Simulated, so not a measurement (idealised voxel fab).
process module | voxel transistor to metal
cross-section cut | 175 nm wide | cells 5 nm
A cross-section is a grid of square cells, given in bands from the top down. A band is one or more rows of cells.
Each band's line starts with the height of the band's top and of its bottom, in nm. Then come its materials from left to right, each with its width in nm. One material with "throughout" fills the band from edge to edge. "air" is empty space.
Height 0 is the level under which the wafer as received is all one material. The lowest band goes on downwards, as in "0 down".
A width such as "30 to 40" changes by the same amount from each row of cells to the next, from the band's top row to its bottom row.
"no change" after a step means that no cell of the cross-section changed.
closed voids: empty space of 8 cells or more with no open way to the top, each as width x height at its distance from the left edge, in nm
after a step's settings: what the simulator itself notes on the step
overlay nm, on a step with a mask: how far to the right of its planned place the mask lay; to the left if negative
plan
1 op RECEIVE | material Si
2 op CONFORMAL_DEP | material SiO2 | thk nm 5
3 op CONFORMAL_DEP | material SiN | thk nm 10
4 op PATTERN | tone cover | mask id ACTIVE | material resist | width nm 115 | thk nm 15 | overlay nm 0
5 op DIRECTIONAL_ETCH | etch materials SiN | depth nm 10
6 op DIRECTIONAL_ETCH | etch materials SiO2 | depth nm 5
7 op DIRECTIONAL_ETCH | etch materials Si | depth nm 30
8 op STRIP | etch materials resist
9 op FILL_DEP | material SiO2 | thk nm 10
10 op CMP | height nm 15
11 op SELECTIVE_ETCH | etch materials SiO2 | depth nm 5
12 op STRIP | etch materials SiN
13 op SELECTIVE_ETCH | etch materials SiO2 | depth nm 5
14 op OXIDIZE | depth nm 5
15 op DIRECTIONAL_DEP | material polySi | thk nm 25
16 op DIRECTIONAL_DEP | material SiCN | thk nm 10
17 op DIRECTIONAL_DEP | material aC | thk nm 15
18 op PATTERN | tone cover | mask id GATE | material resist | width nm 25 | thk nm 30 | overlay nm 0
19 op DIRECTIONAL_ETCH | etch materials aC | depth nm 15
20 op STRIP | etch materials resist
21 op DIRECTIONAL_ETCH | etch materials SiCN | depth nm 20
22 op DIRECTIONAL_ETCH | etch materials polySi | depth nm 35
23 op STRIP | etch materials aC
24 op CONFORMAL_DEP | material SiO2 | thk nm 5
25 op DIRECTIONAL_ETCH | etch materials SiO2 | depth nm 5
26 op CONFORMAL_DEP | material SiN | thk nm 10
27 op DIRECTIONAL_ETCH | etch materials SiN | depth nm 10
28 op DIRECTIONAL_ETCH | etch materials SiO2 | depth nm 5
29 op EPI | material SiGe | thk nm 5
30 op FILL_DEP | material SiO2 | thk nm 5
31 op CMP | height nm 25
32 op STRIP | etch materials polySi
33 op SELECTIVE_ETCH | etch materials SiO2 | depth nm 5
34 op CONFORMAL_DEP | material HfO2 | thk nm 5
35 op CONFORMAL_DEP | material TiN | thk nm 5
36 op FILL_DEP | material W | thk nm 5
37 op CMP | height nm 20
38 op DIRECTIONAL_DEP | material SiO2 | thk nm 15
39 op DIRECTIONAL_DEP | material aC | thk nm 10
40 op PATTERN | tone open | mask id CONTACT | material resist | width nm 15 | pitch nm 80 | thk nm 25 | overlay nm 0
41 op DIRECTIONAL_ETCH | etch materials aC | depth nm 10
42 op STRIP | etch materials resist
43 op DIRECTIONAL_ETCH | etch materials SiO2 | depth nm 35
44 op STRIP | etch materials aC
45 op CONFORMAL_DEP | material TiN | thk nm 5
46 op FILL_DEP | material Ru | thk nm 5
47 op CMP | height nm 35
48 op CONFORMAL_DEP | material SiN | thk nm 5
49 op DIRECTIONAL_DEP | material SiO2 | thk nm 15
50 op MASKED_ETCH | tone open | mask id METAL_1 | width nm 15 | pitch nm 80 | etch materials SiO2 | depth nm 15 | overlay nm 0
51 op MASKED_ETCH | tone open | mask id METAL_1 | width nm 15 | pitch nm 80 | etch materials SiN | depth nm 5 | overlay nm 0
52 op CONFORMAL_DEP | material TiN | thk nm 5
53 op FILL_DEP | material Cu | thk nm 10
54 op CMP | height nm 55
55 op EPI | material Ru | thk nm 5
56 op FILL_DEP | material SiCN | thk nm 5
57 op DIRECTIONAL_DEP | material SiO2 | thk nm 30
58 op MASKED_ETCH | tone open | mask id METAL_2 | width nm 15 | pitch nm 80 | etch materials SiO2 | depth nm 20 | overlay nm 0
59 op PATTERN | tone open | mask id METAL_2_HOLES | material resist | width nm 15 | pitch nm 80 | thk nm 20 | overlay nm 0
60 op DIRECTIONAL_ETCH | etch materials SiO2 | depth nm 10
61 op DIRECTIONAL_ETCH | etch materials SiCN | depth nm 5
62 op STRIP | etch materials resist
63 op CONFORMAL_DEP | material TiN | thk nm 5
64 op FILL_DEP | material Cu | thk nm 10
65 op CMP | height nm 95
66 op CONFORMAL_DEP | material SiCN | thk nm 5
as received, after step 1
  0 down: Si throughout
  closed voids: none
first wafer at the end, as planned
  100 to 95: SiCN throughout
  95 to 65: SiO2 40 | TiN 5 | Cu 5 | TiN 5 | SiO2 65 | TiN 5 | Cu 5 | TiN 5 | SiO2 40
  65 to 60: SiCN 40 | TiN 15 | SiCN 65 | TiN 15 | SiCN 40
  60 to 55: SiCN 35 | Ru 25 | SiCN 55 | Ru 25 | SiCN 35
  55 to 40: SiO2 40 | TiN 5 | Cu 5 | TiN 5 | SiO2 65 | TiN 5 | Cu 5 | TiN 5 | SiO2 40
  40 to 35: SiN 40 | TiN 15 | SiN 65 | TiN 15 | SiN 40
  35 to 20: SiO2 40 | TiN 5 | Ru 5 | TiN 5 | SiO2 65 | TiN 5 | Ru 5 | TiN 5 | SiO2 40
  20 to 5: SiO2 40 | TiN 5 | Ru 5 | TiN 5 | SiO2 5 | SiN 10 | HfO2 5 | TiN 5 | W 15 | TiN 5 | HfO2 5 | SiN 10 | SiO2 5 | TiN 5 | Ru 5 | TiN 5 | SiO2 40
  5 to 0: SiO2 30 | SiN 10 | TiN 15 | SiO2 5 | SiN 10 | HfO2 5 | TiN 25 | HfO2 5 | SiN 10 | SiO2 5 | TiN 15 | SiN 10 | SiO2 30
  0 to -5: SiO2 40 | SiGe 20 | SiO2 10 | HfO2 35 | SiO2 10 | SiGe 20 | SiO2 40
  -5 to -30: SiO2 30 | Si 115 | SiO2 30
  -30 down: Si throughout
  closed voids: none
second wafer at the end: like start, like plan, one mistake
  100 to 95: SiCN throughout
  95 to 65: SiO2 40 | TiN 5 | Cu 5 | TiN 5 | SiO2 65 | TiN 5 | Cu 5 | TiN 5 | SiO2 40
  65 to 60: SiCN 40 | TiN 15 | SiCN 65 | TiN 15 | SiCN 40
  60 to 55: SiCN 35 | Ru 25 | SiCN 55 | Ru 25 | SiCN 35
  55 to 40: SiO2 40 | TiN 5 | Cu 5 | TiN 5 | SiO2 65 | TiN 5 | Cu 5 | TiN 5 | SiO2 40
  40 to 35: SiN 40 | TiN 15 | SiN 65 | TiN 15 | SiN 40
  35 to 20: SiO2 40 | TiN 5 | Ru 5 | TiN 5 | SiO2 65 | TiN 5 | Ru 5 | TiN 5 | SiO2 40
  20 to 5: SiO2 40 | TiN 5 | Ru 5 | TiN 5 | SiO2 5 | SiN 10 | HfO2 5 | TiN 5 | W 15 | TiN 5 | HfO2 5 | SiN 10 | SiO2 5 | TiN 5 | Ru 5 | TiN 5 | SiO2 40
  5 to 0: SiO2 30 | SiN 10 | TiN 15 | SiO2 5 | SiN 10 | HfO2 5 | TiN 25 | HfO2 5 | SiN 10 | SiO2 5 | TiN 15 | SiN 10 | SiO2 30
  0 to -5: SiO2 40 | SiGe 20 | SiO2 10 | HfO2 35 | SiO2 10 | SiGe 20 | SiO2 40
  -5 to -10: SiO2 35 | Si 105 | SiO2 35
  -10 to -30: SiO2 30 | Si 115 | SiO2 30
  -30 down: Si throughout
  closed voids: none
what went wrong: step 2 was left out
at the end the second wafer has, in cells: 2 fewer of Si | 2 more of SiO2
